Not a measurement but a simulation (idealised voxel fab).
process module | voxel double patterning
cross-section cut | 220 nm wide | cells 5 nm
A cross-section is a grid of square cells, given in bands from the top down. A band is one or more rows of cells.
Each band's line starts with the height of the band's top and of its bottom, in nm. Then come its materials from left to right, each with its width in nm. One material with "throughout" fills the band from edge to edge. "air" is empty space.
Height 0 is the level under which the wafer as received is all one material. The lowest band goes on downwards, as in "0 down".
A width such as "30 to 40" changes by the same amount from each row of cells to the next, from the band's top row to its bottom row.
"no change" after a step means that no cell of the cross-section changed.
closed voids: empty space of 8 cells or more with no open way to the top, each as width x height at its distance from the left edge, in nm
after a step's settings: what the simulator itself notes on the step
overlay nm, on a step with a mask: how far to the right of its planned place the mask lay; to the left if negative
plan
1 op RECEIVE | material Si
2 op CONFORMAL_DEP | material SiO2 | thk nm 10
3 op DIRECTIONAL_DEP | material W | thk nm 15
4 op DIRECTIONAL_DEP | material SiCN | thk nm 5
5 op DIRECTIONAL_DEP | material aC | thk nm 10
6 op PATTERN | tone open | mask id FIRST | material resist | width nm 15 | pitch nm 50 | thk nm 25 | overlay nm 0
7 op DIRECTIONAL_ETCH | etch materials aC | depth nm 10
8 op STRIP | etch materials resist
9 op DIRECTIONAL_ETCH | etch materials SiCN | depth nm 5
10 op STRIP | etch materials aC
11 op DIRECTIONAL_DEP | material aC | thk nm 10
12 op PATTERN | tone open | mask id SECOND | material resist | width nm 15 | pitch nm 50 | thk nm 30 | overlay nm 0
13 op DIRECTIONAL_ETCH | etch materials aC | depth nm 10
14 op STRIP | etch materials resist
15 op DIRECTIONAL_ETCH | etch materials SiCN | depth nm 5
16 op STRIP | etch materials aC
17 op DIRECTIONAL_ETCH | etch materials W | depth nm 15
18 op STRIP | etch materials SiCN
as received, after step 1
  0 down: Si throughout
  closed voids: none
a wafer at the end: this start, this plan, one mistake
  25 to 10: W 45 | air 25 | W 5 | air 15 | W 5 | air 25 | W 5 | air 15 | W 5 | air 25 | W 50
  10 to 0: SiO2 throughout
  0 down: Si throughout
  closed voids: none
what went wrong: step 6 ran as: op PATTERN | tone open | mask id FIRST | material resist | width nm 25 | pitch nm 50 | thk nm 25 | overlay nm 0
